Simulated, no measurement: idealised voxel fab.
process module | voxel wiring stack
cross-section cut | 180 nm wide | cells 5 nm
A cross-section is a grid of square cells, given in bands from the top down. A band is one or more rows of cells.
Each band's line starts with the height of the band's top and of its bottom, in nm. Then come its materials from left to right, each with its width in nm. One material with "throughout" fills the band from edge to edge. "air" is empty space.
Height 0 is the level under which the wafer as received is all one material. The lowest band goes on downwards, as in "0 down".
A width such as "30 to 40" changes by the same amount from each row of cells to the next, from the band's top row to its bottom row.
"no change" after a step means that no cell of the cross-section changed.
closed voids: empty space of 8 cells or more with no open way to the top, each as width x height at its distance from the left edge, in nm
after a step's settings: what the simulator itself notes on the step
overlay nm, on a step with a mask: how far to the right of its planned place the mask lay; to the left if negative
plan
1 op RECEIVE | material Si
2 op CONFORMAL_DEP | material SiO2 | thk nm 10
3 op CONFORMAL_DEP | material SiN | thk nm 5
4 op DIRECTIONAL_DEP | material SiO2 | thk nm 25
5 op PATTERN | tone open | mask id METAL_1 | material resist | width nm 30 | pitch nm 60 | thk nm 20 | overlay nm 0
6 op DIRECTIONAL_ETCH | etch materials SiO2 | depth nm 25
7 op DIRECTIONAL_ETCH | etch materials SiN | depth nm 5
8 op STRIP | etch materials resist
9 op CONFORMAL_DEP | material TiN | thk nm 5
10 op FILL_DEP | material W | thk nm 5
11 op CMP | height nm 40
12 op CONFORMAL_DEP | material SiCN | thk nm 5
13 op DIRECTIONAL_DEP | material SiO2 | thk nm 10
14 op MASKED_ETCH | tone open | mask id PLUG_1 | width nm 15 | etch materials SiO2 | depth nm 10 | overlay nm 0
15 op MASKED_ETCH | tone open | mask id PLUG_1 | width nm 15 | etch materials SiCN | depth nm 5 | overlay nm 0
16 op CONFORMAL_DEP | material TiN | thk nm 5
17 op FILL_DEP | material Cu | thk nm 5
18 op CMP | height nm 55
19 op DIRECTIONAL_DEP | material TiN | thk nm 5
20 op DIRECTIONAL_DEP | material Ru | thk nm 25
21 op PATTERN | tone cover | mask id METAL_2 | material resist | width nm 30 | pitch nm 60 | thk nm 15 | overlay nm 0
22 op DIRECTIONAL_ETCH | etch materials Ru | depth nm 25
23 op DIRECTIONAL_ETCH | etch materials TiN | depth nm 5
24 op STRIP | etch materials resist
25 op CONFORMAL_DEP | material SiCN | thk nm 5
26 op FILL_DEP | material SiO2 | thk nm 10
27 op CMP | height nm 85
28 op CONFORMAL_DEP | material SiCN | thk nm 5
29 op DIRECTIONAL_DEP | material SiO2 | thk nm 30
30 op DIRECTIONAL_DEP | material aC | thk nm 10
31 op PATTERN | tone open | mask id METAL_3_HOLES | material resist | width nm 15 | pitch nm 60 | thk nm 30 | overlay nm 0
32 op DIRECTIONAL_ETCH | etch materials aC | depth nm 10
33 op STRIP | etch materials resist
34 op DIRECTIONAL_ETCH | etch materials SiO2 | depth nm 30
35 op STRIP | etch materials aC
36 op PATTERN | tone open | mask id METAL_3 | material resist | width nm 30 | pitch nm 60 | thk nm 15 | overlay nm 0
37 op DIRECTIONAL_ETCH | etch materials SiO2 | depth nm 20
38 op DIRECTIONAL_ETCH | etch materials SiCN | depth nm 5
39 op STRIP | etch materials resist
40 op CONFORMAL_DEP | material TiN | thk nm 5
41 op FILL_DEP | material Cu | thk nm 10
42 op CMP | height nm 120
43 op CONFORMAL_DEP | material SiN | thk nm 5
first wafer, as planned
as received, after step 1
  0 down: Si throughout
  closed voids: none
after step 2
  10 to 0: SiO2 throughout
  below 0: unchanged
after step 3
  15 to 10: SiN throughout
  below 10: unchanged
after step 4
  40 to 15: SiO2 throughout
  below 15: unchanged
after step 5
  60 to 40: resist 45 | air 30 | resist 30 | air 30 | resist 45
  below 40: unchanged
after step 6
  60 to 40: resist 45 | air 30 | resist 30 | air 30 | resist 45
  40 to 15: SiO2 45 | air 30 | SiO2 30 | air 30 | SiO2 45
  below 15: unchanged
after step 7
  60 to 40: resist 45 | air 30 | resist 30 | air 30 | resist 45
  40 to 15: SiO2 45 | air 30 | SiO2 30 | air 30 | SiO2 45
  15 to 10: SiN 45 | air 30 | SiN 30 | air 30 | SiN 45
  below 10: unchanged
after step 8
  40 to 15: SiO2 45 | air 30 | SiO2 30 | air 30 | SiO2 45
  below 15: unchanged
after step 9
  45 to 40: TiN 50 | air 20 | TiN 40 | air 20 | TiN 50
  40 to 15: SiO2 45 | TiN 5 | air 20 | TiN 5 | SiO2 30 | TiN 5 | air 20 | TiN 5 | SiO2 45
  15 to 10: SiN 45 | TiN 30 | SiN 30 | TiN 30 | SiN 45
  below 10: unchanged
after step 10
  50 to 45: W throughout
  45 to 40: TiN 50 | W 20 | TiN 40 | W 20 | TiN 50
  40 to 15: SiO2 45 | TiN 5 | W 20 | TiN 5 | SiO2 30 | TiN 5 | W 20 | TiN 5 | SiO2 45
  below 15: unchanged
after step 11
  40 to 15: SiO2 45 | TiN 5 | W 20 | TiN 5 | SiO2 30 | TiN 5 | W 20 | TiN 5 | SiO2 45
  below 15: unchanged
after step 12
  45 to 40: SiCN throughout
  below 40: unchanged
after step 13
  55 to 45: SiO2 throughout
  below 45: unchanged
after step 14
  55 to 45: SiO2 45 | air 15 | SiO2 120
  below 45: unchanged
after step 15
  55 to 45: SiO2 45 | air 15 | SiO2 120
  45 to 40: SiCN 45 | air 15 | SiCN 120
  below 40: unchanged
after step 16
  60 to 55: TiN 50 | air 5 | TiN 125
  55 to 45: SiO2 45 | TiN 5 | air 5 | TiN 5 | SiO2 120
  45 to 40: SiCN 45 | TiN 15 | SiCN 120
  below 40: unchanged
after step 17
  65 to 60: Cu throughout
  60 to 55: TiN 50 | Cu 5 | TiN 125
  55 to 45: SiO2 45 | TiN 5 | Cu 5 | TiN 5 | SiO2 120
  below 45: unchanged
after step 18
  55 to 45: SiO2 45 | TiN 5 | Cu 5 | TiN 5 | SiO2 120
  below 45: unchanged
after step 19
  60 to 55: TiN throughout
  below 55: unchanged
after step 20
  85 to 60: Ru throughout
  below 60: unchanged
after step 21
  100 to 85: air 45 | resist 30 | air 30 | resist 30 | air 45
  below 85: unchanged
after step 22
  100 to 85: air 45 | resist 30 | air 30 | resist 30 | air 45
  85 to 60: air 45 | Ru 30 | air 30 | Ru 30 | air 45
  below 60: unchanged
after step 23
  100 to 85: air 45 | resist 30 | air 30 | resist 30 | air 45
  85 to 60: air 45 | Ru 30 | air 30 | Ru 30 | air 45
  60 to 55: air 45 | TiN 30 | air 30 | TiN 30 | air 45
  below 55: unchanged
after step 24
  85 to 60: air 45 | Ru 30 | air 30 | Ru 30 | air 45
  below 60: unchanged
after step 25
  90 to 85: air 40 | SiCN 40 | air 20 | SiCN 40 | air 40
  85 to 60: air 40 | SiCN 5 | Ru 30 | SiCN 5 | air 20 | SiCN 5 | Ru 30 | SiCN 5 | air 40
  60 to 55: SiCN 45 | TiN 30 | SiCN 30 | TiN 30 | SiCN 45
  below 55: unchanged
after step 26
  100 to 90: SiO2 throughout
  90 to 85: SiO2 40 | SiCN 40 | SiO2 20 | SiCN 40 | SiO2 40
  85 to 60: SiO2 40 | SiCN 5 | Ru 30 | SiCN 5 | SiO2 20 | SiCN 5 | Ru 30 | SiCN 5 | SiO2 40
  below 60: unchanged
after step 27
  85 to 60: SiO2 40 | SiCN 5 | Ru 30 | SiCN 5 | SiO2 20 | SiCN 5 | Ru 30 | SiCN 5 | SiO2 40
  below 60: unchanged
after step 28
  90 to 85: SiCN throughout
  below 85: unchanged
after step 29
  120 to 90: SiO2 throughout
  below 90: unchanged
after step 30
  130 to 120: aC throughout
  below 120: unchanged
after step 31
  160 to 130: resist 45 | air 15 | resist 45 | air 15 | resist 60
  below 130: unchanged
after step 32
  150 to 130: resist 45 | air 15 | resist 45 | air 15 | resist 60
  130 to 120: aC 45 | air 15 | aC 45 | air 15 | aC 60
  below 120: unchanged
after step 33
  130 to 120: aC 45 | air 15 | aC 45 | air 15 | aC 60
  below 120: unchanged
after step 34
  130 to 120: aC 45 | air 15 | aC 45 | air 15 | aC 60
  120 to 90: SiO2 45 | air 15 | SiO2 45 | air 15 | SiO2 60
  below 90: unchanged
after step 35
  120 to 90: SiO2 45 | air 15 | SiO2 45 | air 15 | SiO2 60
  below 90: unchanged
after step 36
  135 to 120: resist 45 | air 30 | resist 30 | air 30 | resist 45
  below 120: unchanged
after step 37
  135 to 120: resist 45 | air 30 | resist 30 | air 30 | resist 45
  120 to 100: SiO2 45 | air 30 | SiO2 30 | air 30 | SiO2 45
  below 100: unchanged
after step 38
  135 to 120: resist 45 | air 30 | resist 30 | air 30 | resist 45
  120 to 100: SiO2 45 | air 30 | SiO2 30 | air 30 | SiO2 45
  100 to 90: SiO2 45 | air 15 | SiO2 45 | air 15 | SiO2 60
  90 to 85: SiCN 45 | air 15 | SiCN 45 | air 15 | SiCN 60
  below 85: unchanged
after step 39
  120 to 100: SiO2 45 | air 30 | SiO2 30 | air 30 | SiO2 45
  below 100: unchanged
after step 40
  125 to 120: TiN 50 | air 20 | TiN 40 | air 20 | TiN 50
  120 to 105: SiO2 45 | TiN 5 | air 20 | TiN 5 | SiO2 30 | TiN 5 | air 20 | TiN 5 | SiO2 45
  105 to 100: SiO2 45 | TiN 5 | air 5 | TiN 20 | SiO2 30 | TiN 5 | air 5 | TiN 20 | SiO2 45
  100 to 90: SiO2 45 | TiN 5 | air 5 | TiN 5 | SiO2 45 | TiN 5 | air 5 | TiN 5 | SiO2 60
  90 to 85: SiCN 45 | TiN 15 | SiCN 45 | TiN 15 | SiCN 60
  below 85: unchanged
after step 41
  135 to 125: Cu throughout
  125 to 120: TiN 50 | Cu 20 | TiN 40 | Cu 20 | TiN 50
  120 to 105: SiO2 45 | TiN 5 | Cu 20 | TiN 5 | SiO2 30 | TiN 5 | Cu 20 | TiN 5 | SiO2 45
  105 to 100: SiO2 45 | TiN 5 | Cu 5 | TiN 20 | SiO2 30 | TiN 5 | Cu 5 | TiN 20 | SiO2 45
  100 to 90: SiO2 45 | TiN 5 | Cu 5 | TiN 5 | SiO2 45 | TiN 5 | Cu 5 | TiN 5 | SiO2 60
  below 90: unchanged
after step 42
  120 to 105: SiO2 45 | TiN 5 | Cu 20 | TiN 5 | SiO2 30 | TiN 5 | Cu 20 | TiN 5 | SiO2 45
  below 105: unchanged
after step 43
  125 to 120: SiN throughout
  below 120: unchanged
second wafer: like start, like plan, one mistake. Through step 4 it matches the first wafer
when step 5 should have ended
  60 to 40: air 45 | resist 30 | air 30 | resist 30 | air 45
  below 40: unchanged
when step 6 should have ended
  60 to 40: air 45 | resist 30 | air 30 | resist 30 | air 45
  40 to 15: air 45 | SiO2 30 | air 30 | SiO2 30 | air 45
  below 15: unchanged
when step 7 should have ended
  60 to 40: air 45 | resist 30 | air 30 | resist 30 | air 45
  40 to 15: air 45 | SiO2 30 | air 30 | SiO2 30 | air 45
  15 to 10: air 45 | SiN 30 | air 30 | SiN 30 | air 45
  below 10: unchanged
when step 8 should have ended
  40 to 15: air 45 | SiO2 30 | air 30 | SiO2 30 | air 45
  below 15: unchanged
when step 9 should have ended
  45 to 40: air 40 | TiN 40 | air 20 | TiN 40 | air 40
  40 to 15: air 40 | TiN 5 | SiO2 30 | TiN 5 | air 20 | TiN 5 | SiO2 30 | TiN 5 | air 40
  15 to 10: TiN 45 | SiN 30 | TiN 30 | SiN 30 | TiN 45
  below 10: unchanged
when step 10 should have ended
  50 to 45: W throughout
  45 to 40: W 40 | TiN 40 | W 20 | TiN 40 | W 40
  40 to 15: W 40 | TiN 5 | SiO2 30 | TiN 5 | W 20 | TiN 5 | SiO2 30 | TiN 5 | W 40
  below 15: unchanged
when step 11 should have ended
  40 to 15: W 40 | TiN 5 | SiO2 30 | TiN 5 | W 20 | TiN 5 | SiO2 30 | TiN 5 | W 40
  below 15: unchanged
when step 12 should have ended
  45 to 40: SiCN throughout
  below 40: unchanged
when step 13 should have ended
  55 to 45: SiO2 throughout
  below 45: unchanged
when step 14 should have ended
  55 to 45: SiO2 45 | air 15 | SiO2 120
  below 45: unchanged
when step 15 should have ended
  55 to 45: SiO2 45 | air 15 | SiO2 120
  45 to 40: SiCN 45 | air 15 | SiCN 120
  below 40: unchanged
when step 16 should have ended
  60 to 55: TiN 50 | air 5 | TiN 125
  55 to 45: SiO2 45 | TiN 5 | air 5 | TiN 5 | SiO2 120
  45 to 40: SiCN 45 | TiN 15 | SiCN 120
  below 40: unchanged
when step 17 should have ended
  65 to 60: Cu throughout
  60 to 55: TiN 50 | Cu 5 | TiN 125
  55 to 45: SiO2 45 | TiN 5 | Cu 5 | TiN 5 | SiO2 120
  below 45: unchanged
when step 18 should have ended
  55 to 45: SiO2 45 | TiN 5 | Cu 5 | TiN 5 | SiO2 120
  below 45: unchanged
when step 19 should have ended
  60 to 55: TiN throughout
  below 55: unchanged
when step 20 should have ended
  85 to 60: Ru throughout
  below 60: unchanged
when step 21 should have ended
  100 to 85: air 45 | resist 30 | air 30 | resist 30 | air 45
  below 85: unchanged
when step 22 should have ended
  100 to 85: air 45 | resist 30 | air 30 | resist 30 | air 45
  85 to 60: air 45 | Ru 30 | air 30 | Ru 30 | air 45
  below 60: unchanged
when step 23 should have ended
  100 to 85: air 45 | resist 30 | air 30 | resist 30 | air 45
  85 to 60: air 45 | Ru 30 | air 30 | Ru 30 | air 45
  60 to 55: air 45 | TiN 30 | air 30 | TiN 30 | air 45
  below 55: unchanged
when step 24 should have ended
  85 to 60: air 45 | Ru 30 | air 30 | Ru 30 | air 45
  below 60: unchanged
when step 25 should have ended
  90 to 85: air 40 | SiCN 40 | air 20 | SiCN 40 | air 40
  85 to 60: air 40 | SiCN 5 | Ru 30 | SiCN 5 | air 20 | SiCN 5 | Ru 30 | SiCN 5 | air 40
  60 to 55: SiCN 45 | TiN 30 | SiCN 30 | TiN 30 | SiCN 45
  below 55: unchanged
when step 26 should have ended
  100 to 90: SiO2 throughout
  90 to 85: SiO2 40 | SiCN 40 | SiO2 20 | SiCN 40 | SiO2 40
  85 to 60: SiO2 40 | SiCN 5 | Ru 30 | SiCN 5 | SiO2 20 | SiCN 5 | Ru 30 | SiCN 5 | SiO2 40
  below 60: unchanged
when step 27 should have ended
  85 to 60: SiO2 40 | SiCN 5 | Ru 30 | SiCN 5 | SiO2 20 | SiCN 5 | Ru 30 | SiCN 5 | SiO2 40
  below 60: unchanged
when step 28 should have ended
  90 to 85: SiCN throughout
  below 85: unchanged
when step 29 should have ended
  120 to 90: SiO2 throughout
  below 90: unchanged
when step 30 should have ended
  130 to 120: aC throughout
  below 120: unchanged
when step 31 should have ended
  160 to 130: resist 45 | air 15 | resist 45 | air 15 | resist 60
  below 130: unchanged
when step 32 should have ended
  150 to 130: resist 45 | air 15 | resist 45 | air 15 | resist 60
  130 to 120: aC 45 | air 15 | aC 45 | air 15 | aC 60
  below 120: unchanged
when step 33 should have ended
  130 to 120: aC 45 | air 15 | aC 45 | air 15 | aC 60
  below 120: unchanged
when step 34 should have ended
  130 to 120: aC 45 | air 15 | aC 45 | air 15 | aC 60
  120 to 90: SiO2 45 | air 15 | SiO2 45 | air 15 | SiO2 60
  below 90: unchanged
when step 35 should have ended
  120 to 90: SiO2 45 | air 15 | SiO2 45 | air 15 | SiO2 60
  below 90: unchanged
when step 36 should have ended
  135 to 120: resist 45 | air 30 | resist 30 | air 30 | resist 45
  below 120: unchanged
when step 37 should have ended
  135 to 120: resist 45 | air 30 | resist 30 | air 30 | resist 45
  120 to 100: SiO2 45 | air 30 | SiO2 30 | air 30 | SiO2 45
  below 100: unchanged
when step 38 should have ended
  135 to 120: resist 45 | air 30 | resist 30 | air 30 | resist 45
  120 to 100: SiO2 45 | air 30 | SiO2 30 | air 30 | SiO2 45
  100 to 90: SiO2 45 | air 15 | SiO2 45 | air 15 | SiO2 60
  90 to 85: SiCN 45 | air 15 | SiCN 45 | air 15 | SiCN 60
  below 85: unchanged
when step 39 should have ended
  120 to 100: SiO2 45 | air 30 | SiO2 30 | air 30 | SiO2 45
  below 100: unchanged
when step 40 should have ended
  125 to 120: TiN 50 | air 20 | TiN 40 | air 20 | TiN 50
  120 to 105: SiO2 45 | TiN 5 | air 20 | TiN 5 | SiO2 30 | TiN 5 | air 20 | TiN 5 | SiO2 45
  105 to 100: SiO2 45 | TiN 5 | air 5 | TiN 20 | SiO2 30 | TiN 5 | air 5 | TiN 20 | SiO2 45
  100 to 90: SiO2 45 | TiN 5 | air 5 | TiN 5 | SiO2 45 | TiN 5 | air 5 | TiN 5 | SiO2 60
  90 to 85: SiCN 45 | TiN 15 | SiCN 45 | TiN 15 | SiCN 60
  below 85: unchanged
when step 41 should have ended
  135 to 125: Cu throughout
  125 to 120: TiN 50 | Cu 20 | TiN 40 | Cu 20 | TiN 50
  120 to 105: SiO2 45 | TiN 5 | Cu 20 | TiN 5 | SiO2 30 | TiN 5 | Cu 20 | TiN 5 | SiO2 45
  105 to 100: SiO2 45 | TiN 5 | Cu 5 | TiN 20 | SiO2 30 | TiN 5 | Cu 5 | TiN 20 | SiO2 45
  100 to 90: SiO2 45 | TiN 5 | Cu 5 | TiN 5 | SiO2 45 | TiN 5 | Cu 5 | TiN 5 | SiO2 60
  below 90: unchanged
when step 42 should have ended
  120 to 105: SiO2 45 | TiN 5 | Cu 20 | TiN 5 | SiO2 30 | TiN 5 | Cu 20 | TiN 5 | SiO2 45
  below 105: unchanged
when step 43 should have ended
  125 to 120: SiN throughout
  below 120: unchanged
what went wrong: step 5 ran as: op PATTERN | tone cover | mask id METAL_1 | material resist | width nm 30 | pitch nm 60 | thk nm 20 | overlay nm 0
at the end the second wafer has, in cells: 12 fewer of SiN | 60 fewer of SiO2 | 12 more of TiN | 60 more of W
